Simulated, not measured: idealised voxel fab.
The document below concerns the process module designated voxel gate over fins.
Cross-sectional view cut (width: 235 nm; square cell size: 5 nm).
Throughout this document, each cross-section is represented as a grid of square cells and is presented as a sequence of bands enumerated from the top downward, where a band comprises one or more rows of cells. Within each band entry, the heights of the top and of the bottom of the band appear first, in that order and in nm; the materials of the band then follow from left to right, each with its corresponding width in nm. The designation "everywhere" on a single material indicates that it fills the band from edge to edge; the designation "empty" indicates empty space. Measure heights from 0. That's the level where, below it, the as-received wafer is all one material. The lowest band is bottomless and extends downward; write it as in "0 -> down". Quick explanation for "30->40": the width changes in equal steps down the rows of cells, from the first number in the band's top row to the second number in its bottom row. "left unchanged", as given for a step, is the statement that not any cell of the cross-section underwent a change during that step. Each empty space that has no open way to the top and spans at least 8 cells appears under "Cavities, sealed" as width x height at distance, the distance counted from the left edge, all in nm. That trailing text on a step's line, after the settings, is the simulator's own remark on the step. Regarding "overlay nm": on a step with a mask, it is the distance the mask lay to the right of its planned place; a negative value places it to the left.

**The planned process steps are enumerated hereunder**
1,RECEIVE, material Si
2,CONFORMAL_DEP, material SiN, thk nm 5
3,MASKED_ETCH, tone cover, mask id FINS, width nm 15, pitch nm 55, etch materials SiN, depth nm 5, overlay nm 0
4,MASKED_ETCH, tone cover, mask id FINS, width nm 15, pitch nm 55, etch materials Si, depth nm 40, overlay nm 0
5,OXIDIZE, depth nm 5
6,FILL_DEP, material SiO2, thk nm 10
7,CMP, height nm 5
8,PATTERN, tone open, mask id RAIL, material resist, width nm 15, thk nm 20, overlay nm 0
9,DIRECTIONAL_ETCH, etch materials SiO2, depth nm 40
10,STRIP, etch materials resist
11,CONFORMAL_DEP, material TiN, thk nm 5
12,FILL_DEP, material Ru, thk nm 5
13,CMP, height nm 5
14,SELECTIVE_ETCH, etch materials W Ru TiN, depth nm 25
15,FILL_DEP, material SiO2, thk nm 5
16,CMP, height nm 5
17,SELECTIVE_ETCH, etch materials SiO2, depth nm 15
18,STRIP, etch materials SiN
19,CONFORMAL_DEP, material HfO2, thk nm 5
20,CONFORMAL_DEP, material TiN, thk nm 5
21,CONFORMAL_DEP, material TiAl, thk nm 5
22,CONFORMAL_DEP, material TiN, thk nm 5
23,FILL_DEP, material W, thk nm 15
24,CMP, height nm 30
25,CONFORMAL_DEP, material SiN, thk nm 5

**The first of two wafers, run as planned**

**This is the cross-section of the wafer as we received it, i.e. after step 1**
> 0 -> down = Si everywhere
> Cavities, sealed: none

**Step 2 done - wafer cross-section**
> 5 -> 0 = SiN everywhere
> Everything under 0 stays put, no change at all.

**Step 3 done - wafer cross-section**
> 5 -> 0 = empty=80 / SiN=15 / empty=40 / SiN=15 / empty=85
> Everything under 0 stays put, no change at all.

**Step 4 done - wafer cross-section**
> 5 -> 0 = empty=80 / SiN=15 / empty=40 / SiN=15 / empty=85
> 0 -> -40 = empty=80 / Si=15 / empty=40 / Si=15 / empty=85
> Everything under -40 stays put, no change at all.

**Step 5 done - wafer cross-section**
> 5 -> 0 = empty=80 / SiN=15 / empty=40 / SiN=15 / empty=85
> 0 -> -40 = empty=80 / SiO2=5 / Si=5 / SiO2=5 / empty=40 / SiO2=5 / Si=5 / SiO2=5 / empty=85
> -40 -> -45 = SiO2=85 / Si=5 / SiO2=50 / Si=5 / SiO2=90
> Everything under -45 stays put, no change at all.

**Step 6 done - wafer cross-section**
> 15 -> 5 = SiO2 everywhere
> 5 -> 0 = SiO2=80 / SiN=15 / SiO2=40 / SiN=15 / SiO2=85
> 0 -> -45 = SiO2=85 / Si=5 / SiO2=50 / Si=5 / SiO2=90
> Everything under -45 stays put, no change at all.

**Step 7 done - wafer cross-section**
> 5 -> 0 = SiO2=80 / SiN=15 / SiO2=40 / SiN=15 / SiO2=85
> Everything under 0 stays put, no change at all.

**Step 8 done - wafer cross-section**
> 25 -> 5 = resist=105 / empty=15 / resist=115
> Everything under 5 stays put, no change at all.

**Step 9 done - wafer cross-section**
> 25 -> 5 = resist=105 / empty=15 / resist=115
> 5 -> 0 = SiO2=80 / SiN=15 / SiO2=10 / empty=15 / SiO2=15 / SiN=15 / SiO2=85
> 0 -> -35 = SiO2=85 / Si=5 / SiO2=15 / empty=15 / SiO2=20 / Si=5 / SiO2=90
> Everything under -35 stays put, no change at all.

**Step 10 done - wafer cross-section**
> 5 -> 0 = SiO2=80 / SiN=15 / SiO2=10 / empty=15 / SiO2=15 / SiN=15 / SiO2=85
> Everything under 0 stays put, no change at all.

**Step 11 done - wafer cross-section**
> 10 -> 5 = TiN=110 / empty=5 / TiN=120
> 5 -> 0 = SiO2=80 / SiN=15 / SiO2=10 / TiN=5 / empty=5 / TiN=5 / SiO2=15 / SiN=15 / SiO2=85
> 0 -> -30 = SiO2=85 / Si=5 / SiO2=15 / TiN=5 / empty=5 / TiN=5 / SiO2=20 / Si=5 / SiO2=90
> -30 -> -35 = SiO2=85 / Si=5 / SiO2=15 / TiN=15 / SiO2=20 / Si=5 / SiO2=90
> Everything under -35 stays put, no change at all.

**Step 12 done - wafer cross-section**
> 15 -> 10 = Ru everywhere
> 10 -> 5 = TiN=110 / Ru=5 / TiN=120
> 5 -> 0 = SiO2=80 / SiN=15 / SiO2=10 / TiN=5 / Ru=5 / TiN=5 / SiO2=15 / SiN=15 / SiO2=85
> 0 -> -30 = SiO2=85 / Si=5 / SiO2=15 / TiN=5 / Ru=5 / TiN=5 / SiO2=20 / Si=5 / SiO2=90
> Everything under -30 stays put, no change at all.

**Step 13 done - wafer cross-section**
> 5 -> 0 = SiO2=80 / SiN=15 / SiO2=10 / TiN=5 / Ru=5 / TiN=5 / SiO2=15 / SiN=15 / SiO2=85
> Everything under 0 stays put, no change at all.

**Step 14 done - wafer cross-section**
> 5 -> 0 = SiO2=80 / SiN=15 / SiO2=10 / empty=15 / SiO2=15 / SiN=15 / SiO2=85
> 0 -> -20 = SiO2=85 / Si=5 / SiO2=15 / empty=15 / SiO2=20 / Si=5 / SiO2=90
> Everything under -20 stays put, no change at all.

**Step 15 done - wafer cross-section**
> 10 -> 5 = SiO2 everywhere
> 5 -> 0 = SiO2=80 / SiN=15 / SiO2=40 / SiN=15 / SiO2=85
> 0 -> -20 = SiO2=85 / Si=5 / SiO2=50 / Si=5 / SiO2=90
> Everything under -20 stays put, no change at all.

**Step 16 done - wafer cross-section**
> 5 -> 0 = SiO2=80 / SiN=15 / SiO2=40 / SiN=15 / SiO2=85
> Everything under 0 stays put, no change at all.

**Step 17 done - wafer cross-section**
> 5 -> 0 = empty=80 / SiN=15 / empty=40 / SiN=15 / empty=85
> 0 -> -10 = empty=85 / Si=5 / empty=50 / Si=5 / empty=90
> Everything under -10 stays put, no change at all.

**Step 18 done - wafer cross-section**
> 0 -> -10 = empty=85 / Si=5 / empty=50 / Si=5 / empty=90
> Everything under -10 stays put, no change at all.

**Step 19 done - wafer cross-section**
> 5 -> 0 = empty=80 / HfO2=15 / empty=40 / HfO2=15 / empty=85
> 0 -> -5 = empty=80 / HfO2=5 / Si=5 / HfO2=5 / empty=40 / HfO2=5 / Si=5 / HfO2=5 / empty=85
> -5 -> -10 = HfO2=85 / Si=5 / HfO2=50 / Si=5 / HfO2=90
> Everything under -10 stays put, no change at all.

**Step 20 done - wafer cross-section**
> 10 -> 5 = empty=75 / TiN=25 / empty=30 / TiN=25 / empty=80
> 5 -> 0 = empty=75 / TiN=5 / HfO2=15 / TiN=5 / empty=30 / TiN=5 / HfO2=15 / TiN=5 / empty=80
> 0 -> -5 = TiN=80 / HfO2=5 / Si=5 / HfO2=5 / TiN=40 / HfO2=5 / Si=5 / HfO2=5 / TiN=85
> Everything under -5 stays put, no change at all.

**Step 21 done - wafer cross-section**
> 15 -> 10 = empty=70 / TiAl=35 / empty=20 / TiAl=35 / empty=75
> 10 -> 5 = empty=70 / TiAl=5 / TiN=25 / TiAl=5 / empty=20 / TiAl=5 / TiN=25 / TiAl=5 / empty=75
> 5 -> 0 = TiAl=75 / TiN=5 / HfO2=15 / TiN=5 / TiAl=30 / TiN=5 / HfO2=15 / TiN=5 / TiAl=80
> Everything under 0 stays put, no change at all.

**Step 22 done - wafer cross-section**
> 20 -> 15 = empty=65 / TiN=45 / empty=10 / TiN=45 / empty=70
> 15 -> 10 = empty=65 / TiN=5 / TiAl=35 / TiN=5 / empty=10 / TiN=5 / TiAl=35 / TiN=5 / empty=70
> 10 -> 5 = TiN=70 / TiAl=5 / TiN=25 / TiAl=5 / TiN=20 / TiAl=5 / TiN=25 / TiAl=5 / TiN=75
> Everything under 5 stays put, no change at all.

**Step 23 done - wafer cross-section**
> 35 -> 20 = W everywhere
> 20 -> 15 = W=65 / TiN=45 / W=10 / TiN=45 / W=70
> 15 -> 10 = W=65 / TiN=5 / TiAl=35 / TiN=5 / W=10 / TiN=5 / TiAl=35 / TiN=5 / W=70
> Everything under 10 stays put, no change at all.

**Step 24 done - wafer cross-section**
> 30 -> 20 = W everywhere
> Everything under 20 stays put, no change at all.

**Step 25 done - wafer cross-section**
> 35 -> 30 = SiN everywhere
> Everything under 30 stays put, no change at all.

**Wafer two. Same start, same plan, one slip in execution. Same as wafer one through step 1, inclusive**

**Second wafer at the planned finish of step 2, seen in cross-section**
> 5 -> 0 = HfO2 everywhere
> Everything under 0 stays put, no change at all.

Second wafer at the planned finish of step 3, seen in cross-section: left unchanged

Second wafer at the planned finish of step 4, seen in cross-section: left unchanged

Second wafer at the planned finish of step 5, seen in cross-section: left unchanged

**Second wafer at the planned finish of step 6, seen in cross-section**
> 15 -> 5 = SiO2 everywhere
> Everything under 5 stays put, no change at all.

**Second wafer at the planned finish of step 7, seen in cross-section**
> 5 -> 0 = HfO2 everywhere
> Everything under 0 stays put, no change at all.

**Second wafer at the planned finish of step 8, seen in cross-section**
> 25 -> 5 = resist=105 / empty=15 / resist=115
> Everything under 5 stays put, no change at all.

Second wafer at the planned finish of step 9, seen in cross-section: left unchanged

**Second wafer at the planned finish of step 10, seen in cross-section**
> 5 -> 0 = HfO2 everywhere
> Everything under 0 stays put, no change at all.

**Second wafer at the planned finish of step 11, seen in cross-section**
> 10 -> 5 = TiN everywhere
> Everything under 5 stays put, no change at all.

**Second wafer at the planned finish of step 12, seen in cross-section**
> 15 -> 10 = Ru everywhere
> Everything under 10 stays put, no change at all.

**Second wafer at the planned finish of step 13, seen in cross-section**
> 5 -> 0 = HfO2 everywhere
> Everything under 0 stays put, no change at all.

Second wafer at the planned finish of step 14, seen in cross-section: left unchanged

**Second wafer at the planned finish of step 15, seen in cross-section**
> 10 -> 5 = SiO2 everywhere
> Everything under 5 stays put, no change at all.

**Second wafer at the planned finish of step 16, seen in cross-section**
> 5 -> 0 = HfO2 everywhere
> Everything under 0 stays put, no change at all.

Second wafer at the planned finish of step 17, seen in cross-section: left unchanged

Second wafer at the planned finish of step 18, seen in cross-section: left unchanged

**Second wafer at the planned finish of step 19, seen in cross-section**
> 10 -> 0 = HfO2 everywhere
> Everything under 0 stays put, no change at all.

**Second wafer at the planned finish of step 20, seen in cross-section**
> 15 -> 10 = TiN everywhere
> Everything under 10 stays put, no change at all.

**Second wafer at the planned finish of step 21, seen in cross-section**
> 20 -> 15 = TiAl everywhere
> Everything under 15 stays put, no change at all.

**Second wafer at the planned finish of step 22, seen in cross-section**
> 25 -> 20 = TiN everywhere
> Everything under 20 stays put, no change at all.

**Second wafer at the planned finish of step 23, seen in cross-section**
> 40 -> 25 = W everywhere
> Everything under 25 stays put, no change at all.

**Second wafer at the planned finish of step 24, seen in cross-section**
> 30 -> 25 = W everywhere
> Everything under 25 stays put, no change at all.

**Second wafer at the planned finish of step 25, seen in cross-section**
> 35 -> 30 = SiN everywhere
> Everything under 30 stays put, no change at all.
It is concluded that the wafer was processed incorrectly with respect to the plan, in that step 2 was run on a setting that differed from the plan, and what really ran there is CONFORMAL_DEP, material HfO2, thk nm 5
Heads up, by the end the second wafer has more or fewer cells of some materials compared to the first: HfO2 +39 | Ru -2 | Si +405 | SiO2 -306 | TiAl -8 | TiN -23 | W -105
